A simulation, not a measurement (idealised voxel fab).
This is a process module. Its name is voxel capacitor over wiring.
It is cross-section cut that appears here, measuring 140 nm in width, its square cells being 5 nm in size.
A cross-section is a grid of square cells, given in bands from the top down. A band is one or more rows of cells. This entry defines a band. It first specifies the height of the band's top and the height of its bottom in nm, and then specifies the band's materials from left to right, stating each material with its width in nm. The word "edge to edge" identifies a single material that fills the band from edge to edge, while the word "empty" identifies empty space. Basically, 0 is our baseline, since under it the wafer straight out of the box is all one material. The bottom band has no lower end and keeps on going down, so it looks like "from 0 down". You'd read "30 to 40" like this: the band's top row of cells is as wide as the first number, its bottom row is as wide as the second, and going down, every row changes width by the same amount as the row before did. "nothing altered" after a step means that no cell of the cross-section changed. This entry, "Fully sealed voids", enumerates those empty regions of no fewer than 8 cells that possess no open connection to the top. Each region is reported in the form width x height at distance, the distance being taken from the left edge, with all three quantities expressed in nm. Note: text after step settings on the step line = simulator remark on that step. overlay nm: step with mask; distance mask lay right of planned place; negative value = left of planned place. Each pair of cross-sections that follows straddles one process step: the one shows the state before the step, the other the state after it, down to the lowest band that changed and no further. The step in question, and its settings, are given under the pair. Note that a pair is not necessarily a continuation of the pair above it, since pairs can come from different runs of this module on the same starting wafer; it is a continuation only where its entry headed "Preceding state" says so.
Preceding state
* from 115 to 95  empty 20 nm, then resist 70 nm, then empty 50 nm
* from 95 to 85  empty 20 nm, then resist 5 nm, then aC 60 nm, then resist 5 nm, then empty 50 nm
* from 85 to 80  empty 20 nm, then resist 5 nm, then TiN 60 nm, then resist 5 nm, then empty 50 nm
* from 80 to 75  empty 20 nm, then aC 5 nm, then TiN 60 nm, then aC 5 nm, then empty 50 nm
* from 75 to 70  empty 20 nm, then aC 5 nm, then SiN 60 nm, then aC 5 nm, then empty 50 nm
* from 70 to 65  TiN edge to edge
* from 65 to 50  lowk 25 nm, then Ru 15 nm, then lowk 100 nm
* from 50 to 45  SiCN 25 nm, then Ru 15 nm, then SiCN 100 nm
* from 45 to 20  lowk 25 nm, then W 15 nm, then lowk 60 nm, then W 15 nm, then lowk 25 nm
* from 20 to 15  lowk 20 nm, then TiN 20 nm, then lowk 55 nm, then TiN 20 nm, then lowk 25 nm
* from 15 to 0  SiO2 edge to edge
* from 0 down  Si edge to edge
* Fully sealed voids: none
Cross-Section Thereafter
* from 95 to 85  empty 25 nm, then aC 60 nm, then empty 55 nm
* from 85 to 80  empty 25 nm, then TiN 60 nm, then empty 55 nm
* Everything below 80 is unchanged.
* Fully sealed voids: none
Relating the two cross-sections above, the step in between is STRIP | etch materials resist
Preceding state: carried over from the after image of the pair right above.
Cross-Section Thereafter
* from 95 to 85  empty 25 nm, then aC 60 nm, then empty 55 nm
* from 85 to 80  empty 25 nm, then TiN 60 nm, then empty 55 nm
* from 80 to 75  empty 20 nm, then aC 5 nm, then TiN 60 nm, then aC 5 nm, then empty 50 nm
* from 75 to 70  empty 20 nm, then aC 5 nm, then SiN 60 nm, then aC 5 nm, then empty 50 nm
* from 70 to 65  empty 20 nm, then TiN 70 nm, then empty 50 nm
* Everything below 65 is unchanged.
* Fully sealed voids: none
Relating the two cross-sections above, the step in between is DIRECTIONAL_ETCH | etch materials TiN | depth nm 5
Preceding state: carried over from the after image of the pair right above.
Cross-Section Thereafter
* from 85 to 75  empty 25 nm, then TiN 60 nm, then empty 55 nm
* from 75 to 70  empty 25 nm, then SiN 60 nm, then empty 55 nm
* Everything below 70 is unchanged.
* Fully sealed voids: none
Relating the two cross-sections above, the step in between is STRIP | etch materials aC
Preceding state: carried over from the after image of the pair right above.
Cross-Section Thereafter
* from 100 to 85  SiO2 edge to edge
* from 85 to 75  SiO2 25 nm, then TiN 60 nm, then SiO2 55 nm
* from 75 to 70  SiO2 25 nm, then SiN 60 nm, then SiO2 55 nm
* from 70 to 65  SiO2 20 nm, then TiN 70 nm, then SiO2 50 nm
* Everything below 65 is unchanged.
* Fully sealed voids: none
Relating the two cross-sections above, the step in between is FILL_DEP | material SiO2 | thk nm 15
Preceding state: carried over from the after image of the pair right above.
Cross-Section Thereafter
* from 95 to 85  SiO2 edge to edge
* Everything below 85 is unchanged.
* Fully sealed voids: none
Relating the two cross-sections above, the step in between is CMP | height nm 95
Preceding state: carried over from the after image of the pair right above.
Cross-Section Thereafter
* from 95 to 85  SiO2 35 nm, then empty 15 nm, then SiO2 90 nm
* Everything below 85 is unchanged.
* Fully sealed voids: none
Relating the two cross-sections above, the step in between is MASKED_ETCH | tone open | mask id PLUG_2 | width nm 15 | etch materials SiO2 | depth nm 10 | overlay nm 0
Preceding state: carried over from the after image of the pair right above.
Cross-Section Thereafter
* from 100 to 95  TiN 40 nm, then empty 5 nm, then TiN 95 nm
* from 95 to 90  SiO2 35 nm, then TiN 5 nm, then empty 5 nm, then TiN 5 nm, then SiO2 90 nm
* from 90 to 85  SiO2 35 nm, then TiN 15 nm, then SiO2 90 nm
* Everything below 85 is unchanged.
* Fully sealed voids: none
Relating the two cross-sections above, the step in between is CONFORMAL_DEP | material TiN | thk nm 5
Preceding state: carried over from the after image of the pair right above.
Cross-Section Thereafter
* from 105 to 100  Cu edge to edge
* from 100 to 95  TiN 40 nm, then Cu 5 nm, then TiN 95 nm
* from 95 to 90  SiO2 35 nm, then TiN 5 nm, then Cu 5 nm, then TiN 5 nm, then SiO2 90 nm
* Everything below 90 is unchanged.
* Fully sealed voids: none
Relating the two cross-sections above, the step in between is FILL_DEP | material Cu | thk nm 5
Preceding state: carried over from the after image of the pair right above.
Cross-Section Thereafter
* from 95 to 90  SiO2 35 nm, then TiN 5 nm, then Cu 5 nm, then TiN 5 nm, then SiO2 90 nm
* Everything below 90 is unchanged.
* Fully sealed voids: none
Relating the two cross-sections above, the step in between is CMP | height nm 95
Preceding state: carried over from the after image of the pair right above.
Cross-Section Thereafter
* from 100 to 95  SiCN edge to edge
* Everything below 95 is unchanged.
* Fully sealed voids: none
Relating the two cross-sections above, the step in between is CONFORMAL_DEP | material SiCN | thk nm 5
Preceding state
* from 65 to 50  lowk edge to edge
* from 50 to 45  SiCN edge to edge
* from 45 to 20  lowk 20 nm, then W 20 nm, then lowk 55 nm, then W 20 nm, then lowk 25 nm
* from 20 to 15  lowk 20 nm, then TiN 20 nm, then lowk 55 nm, then TiN 20 nm, then lowk 25 nm
* from 15 to 0  SiO2 edge to edge
* from 0 down  Si edge to edge
* Fully sealed voids: none
Cross-Section Thereafter
* from 85 to 65  resist 35 nm, then empty 15 nm, then resist 90 nm
* Everything below 65 is unchanged.
* Fully sealed voids: none
Relating the two cross-sections above, the step in between is PATTERN | tone open | mask id PLUG_1 | material resist | width nm 15 | thk nm 20 | overlay nm 10
Preceding state: carried over from the after image of the pair right above.
Cross-Section Thereafter
* from 85 to 65  resist 35 nm, then empty 15 nm, then resist 90 nm
* from 65 to 50  lowk 35 nm, then empty 15 nm, then lowk 90 nm
* Everything below 50 is unchanged.
* Fully sealed voids: none
Relating the two cross-sections above, the step in between is DIRECTIONAL_ETCH | etch materials lowk | depth nm 15
Preceding state: carried over from the after image of the pair right above.
Cross-Section Thereafter
* from 85 to 65  resist 35 nm, then empty 15 nm, then resist 90 nm
* from 65 to 50  lowk 35 nm, then empty 15 nm, then lowk 90 nm
* from 50 to 45  SiCN 35 nm, then empty 15 nm, then SiCN 90 nm
* Everything below 45 is unchanged.
* Fully sealed voids: none
Relating the two cross-sections above, the step in between is DIRECTIONAL_ETCH | etch materials SiCN | depth nm 5
Preceding state: carried over from the after image of the pair right above.
Cross-Section Thereafter
* from 65 to 50  lowk 35 nm, then empty 15 nm, then lowk 90 nm
* Everything below 50 is unchanged.
* Fully sealed voids: none
Relating the two cross-sections above, the step in between is STRIP | etch materials resist
Preceding state: carried over from the after image of the pair right above.
Cross-Section Thereafter
* from 65 to 55  lowk 35 nm, then empty 15 nm, then lowk 90 nm
* from 55 to 50  lowk 35 nm, then Ru 15 nm, then lowk 90 nm
* from 50 to 45  SiCN 35 nm, then Ru 15 nm, then SiCN 90 nm
* Everything below 45 is unchanged.
* Fully sealed voids: none
Relating the two cross-sections above, the step in between is EPI | material Ru | thk nm 10
Preceding state: carried over from the after image of the pair right above.
Cross-Section Thereafter
* from 65 to 50  lowk 35 nm, then Ru 15 nm, then lowk 90 nm
* Everything below 50 is unchanged.
* Fully sealed voids: none
Relating the two cross-sections above, the step in between is EPI | material Ru | thk nm 10
Preceding state: carried over from the after image of the pair right above.
Cross-Section Thereafter
* from 70 to 65  TiN edge to edge
* Everything below 65 is unchanged.
* Fully sealed voids: none
Relating the two cross-sections above, the step in between is DIRECTIONAL_DEP | material TiN | thk nm 5
Preceding state: carried over from the after image of the pair right above.
Cross-Section Thereafter
* from 75 to 70  SiN edge to edge
* Everything below 70 is unchanged.
* Fully sealed voids: none
Relating the two cross-sections above, the step in between is DIRECTIONAL_DEP | material SiN | thk nm 5
Preceding state: carried over from the after image of the pair right above.
Cross-Section Thereafter
* from 85 to 75  TiN edge to edge
* Everything below 75 is unchanged.
* Fully sealed voids: none
Relating the two cross-sections above, the step in between is DIRECTIONAL_DEP | material TiN | thk nm 10
Preceding state: carried over from the after image of the pair right above.
Cross-Section Thereafter
* from 105 to 85  empty 25 nm, then resist 60 nm, then empty 55 nm
* Everything below 85 is unchanged.
* Fully sealed voids: none
Relating the two cross-sections above, the step in between is PATTERN | tone cover | mask id UPPER_PLATE | material resist | width nm 60 | thk nm 20 | overlay nm 0
Preceding state: carried over from the after image of the pair right above.
Cross-Section Thereafter
* from 105 to 85  empty 25 nm, then resist 60 nm, then empty 55 nm
* from 85 to 75  empty 25 nm, then TiN 60 nm, then empty 55 nm
* Everything below 75 is unchanged.
* Fully sealed voids: none
Relating the two cross-sections above, the step in between is DIRECTIONAL_ETCH | etch materials TiN | depth nm 10
Preceding state: carried over from the after image of the pair right above.
Cross-Section Thereafter
* from 105 to 85  empty 25 nm, then resist 60 nm, then empty 55 nm
* from 85 to 75  empty 25 nm, then TiN 60 nm, then empty 55 nm
* from 75 to 70  empty 25 nm, then SiN 60 nm, then empty 55 nm
* Everything below 70 is unchanged.
* Fully sealed voids: none
Relating the two cross-sections above, the step in between is DIRECTIONAL_ETCH | etch materials SiN | depth nm 5
Preceding state: carried over from the after image of the pair right above.
Cross-Section Thereafter
* from 85 to 75  empty 25 nm, then TiN 60 nm, then empty 55 nm
* Everything below 75 is unchanged.
* Fully sealed voids: none
Relating the two cross-sections above, the step in between is STRIP | etch materials resist
Preceding state: carried over from the after image of the pair right above.
Cross-Section Thereafter
* from 95 to 85  empty 25 nm, then aC 60 nm, then empty 55 nm
* from 85 to 80  empty 25 nm, then TiN 60 nm, then empty 55 nm
* from 80 to 75  aC 25 nm, then TiN 60 nm, then aC 55 nm
* from 75 to 70  aC 25 nm, then SiN 60 nm, then aC 55 nm
* Everything below 70 is unchanged.
* Fully sealed voids: none
Relating the two cross-sections above, the step in between is DIRECTIONAL_DEP | material aC | thk nm 10
Preceding state: carried over from the after image of the pair right above.
Cross-Section Thereafter
* from 125 to 95  empty 20 nm, then resist 70 nm, then empty 50 nm
* from 95 to 85  empty 20 nm, then resist 5 nm, then aC 60 nm, then resist 5 nm, then empty 50 nm
* from 85 to 80  empty 20 nm, then resist 5 nm, then TiN 60 nm, then resist 5 nm, then empty 50 nm
* Everything below 80 is unchanged.
* Fully sealed voids: none
Relating the two cross-sections above, the step in between is PATTERN | tone cover | mask id LOWER_PLATE | material resist | width nm 70 | thk nm 30 | overlay nm 0
Preceding state: carried over from the after image of the pair right above.
Cross-Section Thereafter
* from 115 to 95  empty 20 nm, then resist 70 nm, then empty 50 nm
* from 95 to 85  empty 20 nm, then resist 5 nm, then aC 60 nm, then resist 5 nm, then empty 50 nm
* from 85 to 80  empty 20 nm, then resist 5 nm, then TiN 60 nm, then resist 5 nm, then empty 50 nm
* from 80 to 75  empty 20 nm, then aC 5 nm, then TiN 60 nm, then aC 5 nm, then empty 50 nm
* from 75 to 70  empty 20 nm, then aC 5 nm, then SiN 60 nm, then aC 5 nm, then empty 50 nm
* Everything below 70 is unchanged.
* Fully sealed voids: none
Relating the two cross-sections above, the step in between is DIRECTIONAL_ETCH | etch materials aC | depth nm 10
Preceding state: carried over from the after image of the pair right above.
Cross-Section Thereafter
* from 95 to 85  empty 25 nm, then aC 60 nm, then empty 55 nm
* from 85 to 80  empty 25 nm, then TiN 60 nm, then empty 55 nm
* Everything below 80 is unchanged.
* Fully sealed voids: none
Relating the two cross-sections above, the step in between is STRIP | etch materials resist
Preceding state: carried over from the after image of the pair right above.
Cross-Section Thereafter
* from 95 to 85  empty 25 nm, then aC 60 nm, then empty 55 nm
* from 85 to 80  empty 25 nm, then TiN 60 nm, then empty 55 nm
* from 80 to 75  empty 20 nm, then aC 5 nm, then TiN 60 nm, then aC 5 nm, then empty 50 nm
* from 75 to 70  empty 20 nm, then aC 5 nm, then SiN 60 nm, then aC 5 nm, then empty 50 nm
* from 70 to 65  empty 20 nm, then TiN 70 nm, then empty 50 nm
* Everything below 65 is unchanged.
* Fully sealed voids: none
Relating the two cross-sections above, the step in between is DIRECTIONAL_ETCH | etch materials TiN | depth nm 5
Preceding state: carried over from the after image of the pair right above.
Cross-Section Thereafter
* from 85 to 75  empty 25 nm, then TiN 60 nm, then empty 55 nm
* from 75 to 70  empty 25 nm, then SiN 60 nm, then empty 55 nm
* Everything below 70 is unchanged.
* Fully sealed voids: none
Relating the two cross-sections above, the step in between is STRIP | etch materials aC
Preceding state: carried over from the after image of the pair right above.
Cross-Section Thereafter
* from 100 to 85  SiO2 edge to edge
* from 85 to 75  SiO2 25 nm, then TiN 60 nm, then SiO2 55 nm
* from 75 to 70  SiO2 25 nm, then SiN 60 nm, then SiO2 55 nm
* from 70 to 65  SiO2 20 nm, then TiN 70 nm, then SiO2 50 nm
* Everything below 65 is unchanged.
* Fully sealed voids: none
Relating the two cross-sections above, the step in between is FILL_DEP | material SiO2 | thk nm 15
Preceding state: carried over from the after image of the pair right above.
Cross-Section Thereafter
* from 95 to 85  SiO2 edge to edge
* Everything below 85 is unchanged.
* Fully sealed voids: none
Relating the two cross-sections above, the step in between is CMP | height nm 95
Preceding state: carried over from the after image of the pair right above.
Cross-Section Thereafter
* from 95 to 85  SiO2 35 nm, then empty 15 nm, then SiO2 90 nm
* Everything below 85 is unchanged.
* Fully sealed voids: none
Relating the two cross-sections above, the step in between is MASKED_ETCH | tone open | mask id PLUG_2 | width nm 15 | etch materials SiO2 | depth nm 10 | overlay nm 0
Preceding state: carried over from the after image of the pair right above.
Cross-Section Thereafter
* from 100 to 95  TiN 40 nm, then empty 5 nm, then TiN 95 nm
* from 95 to 90  SiO2 35 nm, then TiN 5 nm, then empty 5 nm, then TiN 5 nm, then SiO2 90 nm
* from 90 to 85  SiO2 35 nm, then TiN 15 nm, then SiO2 90 nm
* Everything below 85 is unchanged.
* Fully sealed voids: none
Relating the two cross-sections above, the step in between is CONFORMAL_DEP | material TiN | thk nm 5
Preceding state: carried over from the after image of the pair right above.
Cross-Section Thereafter
* from 105 to 100  Cu edge to edge
* from 100 to 95  TiN 40 nm, then Cu 5 nm, then TiN 95 nm
* from 95 to 90  SiO2 35 nm, then TiN 5 nm, then Cu 5 nm, then TiN 5 nm, then SiO2 90 nm
* Everything below 90 is unchanged.
* Fully sealed voids: none
Relating the two cross-sections above, the step in between is FILL_DEP | material Cu | thk nm 5
Preceding state: carried over from the after image of the pair right above.
Cross-Section Thereafter
* from 95 to 90  SiO2 35 nm, then TiN 5 nm, then Cu 5 nm, then TiN 5 nm, then SiO2 90 nm
* Everything below 90 is unchanged.
* Fully sealed voids: none
Relating the two cross-sections above, the step in between is CMP | height nm 95
Preceding state: carried over from the after image of the pair right above.
Cross-Section Thereafter
* from 100 to 95  SiCN edge to edge
* Everything below 95 is unchanged.
* Fully sealed voids: none
Relating the two cross-sections above, the step in between is CONFORMAL_DEP | material SiCN | thk nm 5
Preceding state
* from 65 to 50  lowk 25 nm, then Ru 15 nm, then lowk 100 nm
* from 50 to 45  SiCN 25 nm, then Ru 15 nm, then SiCN 100 nm
* from 45 to 20  lowk 20 nm, then W 20 nm, then lowk 55 nm, then W 20 nm, then lowk 25 nm
* from 20 to 15  lowk 20 nm, then TiN 20 nm, then lowk 55 nm, then TiN 20 nm, then lowk 25 nm
* from 15 to 0  SiO2 edge to edge
* from 0 down  Si edge to edge
* Fully sealed voids: none
Cross-Section Thereafter
* from 70 to 65  SiCN edge to edge
* Everything below 65 is unchanged.
* Fully sealed voids: none
Relating the two cross-sections above, the step in between is DIRECTIONAL_DEP | material SiCN | thk nm 5
Preceding state: carried over from the after image of the pair right above.
Cross-Section Thereafter
* from 75 to 70  SiN edge to edge
* Everything below 70 is unchanged.
* Fully sealed voids: none
Relating the two cross-sections above, the step in between is DIRECTIONAL_DEP | material SiN | thk nm 5
Preceding state: carried over from the after image of the pair right above.
Cross-Section Thereafter
* from 85 to 75  TiN edge to edge
* Everything below 75 is unchanged.
* Fully sealed voids: none
Relating the two cross-sections above, the step in between is DIRECTIONAL_DEP | material TiN | thk nm 10
Preceding state: carried over from the after image of the pair right above.
Cross-Section Thereafter
* from 105 to 85  empty 25 nm, then resist 60 nm, then empty 55 nm
* Everything below 85 is unchanged.
* Fully sealed voids: none
Relating the two cross-sections above, the step in between is PATTERN | tone cover | mask id UPPER_PLATE | material resist | width nm 60 | thk nm 20 | overlay nm 0
Preceding state: carried over from the after image of the pair right above.
Cross-Section Thereafter
* from 105 to 85  empty 25 nm, then resist 60 nm, then empty 55 nm
* from 85 to 75  empty 25 nm, then TiN 60 nm, then empty 55 nm
* Everything below 75 is unchanged.
* Fully sealed voids: none
Relating the two cross-sections above, the step in between is DIRECTIONAL_ETCH | etch materials TiN | depth nm 10
Preceding state: carried over from the after image of the pair right above.
Cross-Section Thereafter
* from 105 to 85  empty 25 nm, then resist 60 nm, then empty 55 nm
* from 85 to 75  empty 25 nm, then TiN 60 nm, then empty 55 nm
* from 75 to 70  empty 25 nm, then SiN 60 nm, then empty 55 nm
* Everything below 70 is unchanged.
* Fully sealed voids: none
Relating the two cross-sections above, the step in between is DIRECTIONAL_ETCH | etch materials SiN | depth nm 5
Preceding state: carried over from the after image of the pair right above.
Cross-Section Thereafter
* from 85 to 75  empty 25 nm, then TiN 60 nm, then empty 55 nm
* Everything below 75 is unchanged.
* Fully sealed voids: none
Relating the two cross-sections above, the step in between is STRIP | etch materials resist
Preceding state: carried over from the after image of the pair right above.
Cross-Section Thereafter
* from 95 to 85  empty 25 nm, then aC 60 nm, then empty 55 nm
* from 85 to 80  empty 25 nm, then TiN 60 nm, then empty 55 nm
* from 80 to 75  aC 25 nm, then TiN 60 nm, then aC 55 nm
* from 75 to 70  aC 25 nm, then SiN 60 nm, then aC 55 nm
* Everything below 70 is unchanged.
* Fully sealed voids: none
Relating the two cross-sections above, the step in between is DIRECTIONAL_DEP | material aC | thk nm 10
Preceding state: carried over from the after image of the pair right above.
Cross-Section Thereafter
* from 125 to 95  empty 20 nm, then resist 70 nm, then empty 50 nm
* from 95 to 85  empty 20 nm, then resist 5 nm, then aC 60 nm, then resist 5 nm, then empty 50 nm
* from 85 to 80  empty 20 nm, then resist 5 nm, then TiN 60 nm, then resist 5 nm, then empty 50 nm
* Everything below 80 is unchanged.
* Fully sealed voids: none
Relating the two cross-sections above, the step in between is PATTERN | tone cover | mask id LOWER_PLATE | material resist | width nm 70 | thk nm 30 | overlay nm 0
Preceding state: carried over from the after image of the pair right above.
Cross-Section Thereafter
* from 115 to 95  empty 20 nm, then resist 70 nm, then empty 50 nm
* from 95 to 85  empty 20 nm, then resist 5 nm, then aC 60 nm, then resist 5 nm, then empty 50 nm
* from 85 to 80  empty 20 nm, then resist 5 nm, then TiN 60 nm, then resist 5 nm, then empty 50 nm
* from 80 to 75  empty 20 nm, then aC 5 nm, then TiN 60 nm, then aC 5 nm, then empty 50 nm
* from 75 to 70  empty 20 nm, then aC 5 nm, then SiN 60 nm, then aC 5 nm, then empty 50 nm
* Everything below 70 is unchanged.
* Fully sealed voids: none
Relating the two cross-sections above, the step in between is DIRECTIONAL_ETCH | etch materials aC | depth nm 10
Preceding state: carried over from the after image of the pair right above.
Cross-Section Thereafter
* from 95 to 85  empty 25 nm, then aC 60 nm, then empty 55 nm
* from 85 to 80  empty 25 nm, then TiN 60 nm, then empty 55 nm
* Everything below 80 is unchanged.
* Fully sealed voids: none
Relating the two cross-sections above, the step in between is STRIP | etch materials resist
Preceding state: carried over from the after image of the pair right above.
Cross-Section Thereafter
* from 85 to 75  empty 25 nm, then TiN 60 nm, then empty 55 nm
* from 75 to 70  empty 25 nm, then SiN 60 nm, then empty 55 nm
* Everything below 70 is unchanged.
* Fully sealed voids: none
Relating the two cross-sections above, the step in between is STRIP | etch materials aC
Preceding state: carried over from the after image of the pair right above.
Cross-Section Thereafter
* from 100 to 85  SiO2 edge to edge
* from 85 to 75  SiO2 25 nm, then TiN 60 nm, then SiO2 55 nm
* from 75 to 70  SiO2 25 nm, then SiN 60 nm, then SiO2 55 nm
* Everything below 70 is unchanged.
* Fully sealed voids: none
Relating the two cross-sections above, the step in between is FILL_DEP | material SiO2 | thk nm 15
Preceding state: carried over from the after image of the pair right above.
Cross-Section Thereafter
* from 95 to 85  SiO2 edge to edge
* Everything below 85 is unchanged.
* Fully sealed voids: none
Relating the two cross-sections above, the step in between is CMP | height nm 95
Preceding state: carried over from the after image of the pair right above.
Cross-Section Thereafter
* from 95 to 85  SiO2 35 nm, then empty 15 nm, then SiO2 90 nm
* Everything below 85 is unchanged.
* Fully sealed voids: none
Relating the two cross-sections above, the step in between is MASKED_ETCH | tone open | mask id PLUG_2 | width nm 15 | etch materials SiO2 | depth nm 10 | overlay nm 0
Preceding state: carried over from the after image of the pair right above.
Cross-Section Thereafter
* from 100 to 95  TiN 40 nm, then empty 5 nm, then TiN 95 nm
* from 95 to 90  SiO2 35 nm, then TiN 5 nm, then empty 5 nm, then TiN 5 nm, then SiO2 90 nm
* from 90 to 85  SiO2 35 nm, then TiN 15 nm, then SiO2 90 nm
* Everything below 85 is unchanged.
* Fully sealed voids: none
Relating the two cross-sections above, the step in between is CONFORMAL_DEP | material TiN | thk nm 5
Preceding state: carried over from the after image of the pair right above.
Cross-Section Thereafter
* from 105 to 100  Cu edge to edge
* from 100 to 95  TiN 40 nm, then Cu 5 nm, then TiN 95 nm
* from 95 to 90  SiO2 35 nm, then TiN 5 nm, then Cu 5 nm, then TiN 5 nm, then SiO2 90 nm
* Everything below 90 is unchanged.
* Fully sealed voids: none
Relating the two cross-sections above, the step in between is FILL_DEP | material Cu | thk nm 5
Preceding state: carried over from the after image of the pair right above.
Cross-Section Thereafter
* from 95 to 90  SiO2 35 nm, then TiN 5 nm, then Cu 5 nm, then TiN 5 nm, then SiO2 90 nm
* Everything below 90 is unchanged.
* Fully sealed voids: none
Relating the two cross-sections above, the step in between is CMP | height nm 95
Preceding state: carried over from the after image of the pair right above.
Cross-Section Thereafter
* from 100 to 95  SiCN edge to edge
* Everything below 95 is unchanged.
* Fully sealed voids: none
Relating the two cross-sections above, the step in between is CONFORMAL_DEP | material SiCN | thk nm 5
Preceding state
* from 65 to 50  lowk edge to edge
* from 50 to 45  SiCN edge to edge
* from 45 to 20  lowk 20 nm, then W 20 nm, then lowk 55 nm, then W 20 nm, then lowk 25 nm
* from 20 to 15  lowk 20 nm, then TiN 20 nm, then lowk 55 nm, then TiN 20 nm, then lowk 25 nm
* from 15 to 0  SiO2 edge to edge
* from 0 down  Si edge to edge
* Fully sealed voids: none
Cross-Section Thereafter
* from 85 to 65  empty 25 nm, then resist 15 nm, then empty 100 nm
* Everything below 65 is unchanged.
* Fully sealed voids: none
Relating the two cross-sections above, the step in between is PATTERN | tone cover | mask id PLUG_1 | material resist | width nm 15 | thk nm 20 | overlay nm 0
Preceding state: carried over from the after image of the pair right above.
Cross-Section Thereafter
* from 85 to 65  empty 25 nm, then resist 15 nm, then empty 100 nm
* from 65 to 50  empty 25 nm, then lowk 15 nm, then empty 100 nm
* Everything below 50 is unchanged.
* Fully sealed voids: none
Relating the two cross-sections above, the step in between is DIRECTIONAL_ETCH | etch materials lowk | depth nm 15
Preceding state: carried over from the after image of the pair right above.
Cross-Section Thereafter
* from 85 to 65  empty 25 nm, then resist 15 nm, then empty 100 nm
* from 65 to 50  empty 25 nm, then lowk 15 nm, then empty 100 nm
* from 50 to 45  empty 25 nm, then SiCN 15 nm, then empty 100 nm
* Everything below 45 is unchanged.
* Fully sealed voids: none
Relating the two cross-sections above, the step in between is DIRECTIONAL_ETCH | etch materials SiCN | depth nm 5
Preceding state: carried over from the after image of the pair right above.
Cross-Section Thereafter
* from 65 to 50  empty 25 nm, then lowk 15 nm, then empty 100 nm
* Everything below 50 is unchanged.
* Fully sealed voids: none
Relating the two cross-sections above, the step in between is STRIP | etch materials resist
Preceding state: carried over from the after image of the pair right above.
Cross-Section Thereafter
* from 65 to 55  empty 25 nm, then lowk 15 nm, then empty 100 nm
* from 55 to 50  empty 10 nm, then Ru 15 nm, then lowk 15 nm, then empty 45 nm, then Ru 40 nm, then empty 15 nm
* from 50 to 45  empty 10 nm, then Ru 15 nm, then SiCN 15 nm, then empty 45 nm, then Ru 40 nm, then empty 15 nm
* Everything below 45 is unchanged.
* Fully sealed voids: none
Relating the two cross-sections above, the step in between is EPI | material Ru | thk nm 10
Preceding state: carried over from the after image of the pair right above.
Cross-Section Thereafter
* from 65 to 50  Ru 25 nm, then lowk 15 nm, then empty 35 nm, then Ru 60 nm, then empty 5 nm
* from 50 to 45  Ru 25 nm, then SiCN 15 nm, then empty 35 nm, then Ru 60 nm, then empty 5 nm
* Everything below 45 is unchanged.
* Fully sealed voids: none
Relating the two cross-sections above, the step in between is EPI | material Ru | thk nm 10
Preceding state: carried over from the after image of the pair right above.
Cross-Section Thereafter
* from 70 to 65  TiN 40 nm, then empty 35 nm, then TiN 60 nm, then empty 5 nm
* from 65 to 50  Ru 25 nm, then lowk 15 nm, then empty 35 nm, then Ru 60 nm, then empty 5 nm
* from 50 to 45  Ru 25 nm, then SiCN 15 nm, then TiN 35 nm, then Ru 60 nm, then TiN 5 nm
* Everything below 45 is unchanged.
* Fully sealed voids: none
Relating the two cross-sections above, the step in between is DIRECTIONAL_DEP | material TiN | thk nm 5
Preceding state: carried over from the after image of the pair right above.
Cross-Section Thereafter
* from 75 to 70  SiN 40 nm, then empty 35 nm, then SiN 60 nm, then empty 5 nm
* from 70 to 65  TiN 40 nm, then empty 35 nm, then TiN 60 nm, then empty 5 nm
* from 65 to 55  Ru 25 nm, then lowk 15 nm, then empty 35 nm, then Ru 60 nm, then empty 5 nm
* from 55 to 50  Ru 25 nm, then lowk 15 nm, then SiN 35 nm, then Ru 60 nm, then SiN 5 nm
* Everything below 50 is unchanged.
* Fully sealed voids: none
Relating the two cross-sections above, the step in between is DIRECTIONAL_DEP | material SiN | thk nm 5
Preceding state: carried over from the after image of the pair right above.
Cross-Section Thereafter
* from 85 to 75  TiN 40 nm, then empty 35 nm, then TiN 60 nm, then empty 5 nm
* from 75 to 70  SiN 40 nm, then empty 35 nm, then SiN 60 nm, then empty 5 nm
* from 70 to 65  TiN 40 nm, then empty 35 nm, then TiN 60 nm, then empty 5 nm
* from 65 to 55  Ru 25 nm, then lowk 15 nm, then TiN 35 nm, then Ru 60 nm, then TiN 5 nm
* Everything below 55 is unchanged.
* Fully sealed voids: none
Relating the two cross-sections above, the step in between is DIRECTIONAL_DEP | material TiN | thk nm 10
Preceding state: carried over from the after image of the pair right above.
Cross-Section Thereafter
* from 105 to 85  empty 25 nm, then resist 60 nm, then empty 55 nm
* from 85 to 75  TiN 40 nm, then resist 35 nm, then TiN 60 nm, then empty 5 nm
* from 75 to 70  SiN 40 nm, then resist 35 nm, then SiN 60 nm, then empty 5 nm
* from 70 to 65  TiN 40 nm, then resist 35 nm, then TiN 60 nm, then empty 5 nm
* Everything below 65 is unchanged.
* Fully sealed voids: none
Relating the two cross-sections above, the step in between is PATTERN | tone cover | mask id UPPER_PLATE | material resist | width nm 60 | thk nm 20 | overlay nm 0
Preceding state: carried over from the after image of the pair right above.
Cross-Section Thereafter
* from 105 to 85  empty 25 nm, then resist 60 nm, then empty 55 nm
* from 85 to 75  empty 25 nm, then TiN 15 nm, then resist 35 nm, then TiN 10 nm, then empty 55 nm
* from 75 to 70  SiN 40 nm, then resist 35 nm, then SiN 60 nm, then empty 5 nm
* from 70 to 65  TiN 40 nm, then resist 35 nm, then TiN 60 nm, then empty 5 nm
* from 65 to 55  Ru 25 nm, then lowk 15 nm, then TiN 35 nm, then Ru 60 nm, then empty 5 nm
* Everything below 55 is unchanged.
* Fully sealed voids: none
Relating the two cross-sections above, the step in between is DIRECTIONAL_ETCH | etch materials TiN | depth nm 10
Preceding state: carried over from the after image of the pair right above.
Cross-Section Thereafter
* from 105 to 85  empty 25 nm, then resist 60 nm, then empty 55 nm
* from 85 to 75  empty 25 nm, then TiN 15 nm, then resist 35 nm, then TiN 10 nm, then empty 55 nm
* from 75 to 70  empty 25 nm, then SiN 15 nm, then resist 35 nm, then SiN 10 nm, then empty 55 nm
* from 70 to 65  TiN 40 nm, then resist 35 nm, then TiN 60 nm, then empty 5 nm
* from 65 to 55  Ru 25 nm, then lowk 15 nm, then TiN 35 nm, then Ru 60 nm, then empty 5 nm
* from 55 to 50  Ru 25 nm, then lowk 15 nm, then SiN 35 nm, then Ru 60 nm, then empty 5 nm
* Everything below 50 is unchanged.
* Fully sealed voids: none
Relating the two cross-sections above, the step in between is DIRECTIONAL_ETCH | etch materials SiN | depth nm 5
Preceding state: carried over from the after image of the pair right above.
Cross-Section Thereafter
* from 85 to 75  empty 25 nm, then TiN 15 nm, then empty 35 nm, then TiN 10 nm, then empty 55 nm
* from 75 to 70  empty 25 nm, then SiN 15 nm, then empty 35 nm, then SiN 10 nm, then empty 55 nm
* from 70 to 65  TiN 40 nm, then empty 35 nm, then TiN 60 nm, then empty 5 nm
* Everything below 65 is unchanged.
* Fully sealed voids: none
Relating the two cross-sections above, the step in between is STRIP | etch materials resist
